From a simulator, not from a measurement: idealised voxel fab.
You're looking at the process module voxel self aligned contacts.
We display cut, a cross-section 250 nm in width whose square cells are each 5 nm.
A cross-section in this document is a grid of square cells, and it is written down as bands, the top band listed before the ones below it; a band is made up of one or more rows of cells. Basically the band line says how high the top is and how high the bottom is, in nm, and then what's in it from left to right, every material with its width in nm. Empty space shows up as "empty", and if a single material carries "everywhere" it runs the full band edge to edge. Below 0: as-received wafer, all one material; heights counted from there. Lowest band: no bottom, goes on down, written "0..down". Quick explanation for "30 to 40": the width changes in equal steps down the rows of cells, from the first number in the band's top row to the second number in its bottom row. The designation "no modification", where it is given for a processing step, indicates that no cell of the cross-section was altered in the course of that step. Heads up: "Closed cavity list" only lists the empty pockets with no open path to the top that are 8 cells or more, and it writes them as width x height at distance, distance from the left edge, in nm. Whatever follows a step's settings on its line is a remark the simulator itself makes about that step. For masked steps, "overlay nm" on the step line gives how far right of plan the mask actually lay; a minus sign means it lay to the left.

**This section lists the process steps that were planned**
1) RECEIVE: material Si
2) OXIDIZE: depth nm 5
3) DIRECTIONAL_DEP: material polySi, thk nm 20
4) DIRECTIONAL_DEP: material SiN, thk nm 20
5) MASKED_ETCH: tone cover, mask id GATE, width nm 25, pitch nm 60, etch materials SiN, depth nm 20, overlay nm 0
6) MASKED_ETCH: tone cover, mask id GATE, width nm 25, pitch nm 60, etch materials polySi, depth nm 20, overlay nm 0
7) CONFORMAL_DEP: material SiN, thk nm 10
8) DIRECTIONAL_ETCH: etch materials SiN, depth nm 10
9) FILL_DEP: material SiO2, thk nm 10
10) CMP: height nm 45
11) MASKED_ETCH: tone open, mask id CONTACT, width nm 45, pitch nm 60, etch materials SiO2, depth nm 50, overlay nm 0
12) CONFORMAL_DEP: material TiN, thk nm 5
13) FILL_DEP: material Ru, thk nm 10
14) CMP: height nm 45
15) CONFORMAL_DEP: material SiCN, thk nm 5

**As-received state of the wafer in cross-section, equivalent to post-step 1**
0..down  Si everywhere
Closed cavity list: none

**First wafer of two, sectioned at end of module; run went per plan**
50..45  SiCN everywhere
45..40  SiO2 70 / TiN 20 / Ru 5 / TiN 20 / SiO2 15 / TiN 20 / Ru 5 / TiN 20 / SiO2 75
40..20  SiO2 40 / SiN 45 / TiN 5 / Ru 5 / TiN 5 / SiN 45 / TiN 5 / Ru 5 / TiN 5 / SiN 45 / SiO2 45
20..0  SiO2 40 / SiN 10 / polySi 25 / SiN 10 / TiN 5 / Ru 5 / TiN 5 / SiN 10 / polySi 25 / SiN 10 / TiN 5 / Ru 5 / TiN 5 / SiN 10 / polySi 25 / SiN 10 / SiO2 45
0..-5  SiO2 85 / TiN 15 / SiO2 45 / TiN 15 / SiO2 90
-5..down  Si everywhere
Closed cavity list: none

**second wafer at the end: like start, like plan, one mistake**
50..45  SiCN everywhere
45..40  SiO2 40 / SiN 45 / TiN 5 / Ru 5 / TiN 5 / SiN 45 / TiN 5 / Ru 5 / TiN 5 / SiN 45 / SiO2 45
40..25  SiO2 40 / SiN 10 / polySi 25 / SiN 10 / TiN 5 / Ru 5 / TiN 5 / SiN 10 / polySi 25 / SiN 10 / TiN 5 / Ru 5 / TiN 5 / SiN 10 / polySi 25 / SiN 10 / SiO2 45
25..20  SiO2 40 / SiN 10 / polySi 25 / SiN 10 / TiN 15 / SiN 10 / polySi 25 / SiN 10 / TiN 15 / SiN 10 / polySi 25 / SiN 10 / SiO2 45
20..0  polySi everywhere
0..-5  SiO2 everywhere
-5..down  Si everywhere
Closed cavity list: none
It is concluded that the wafer was processed incorrectly with respect to the plan, in that plan step 3 was twice executed
at the end the second wafer has, in cells: Ru: 10 fewer, SiN: 81 fewer, SiO2: 77 fewer, TiN: 32 fewer, polySi: 200 more
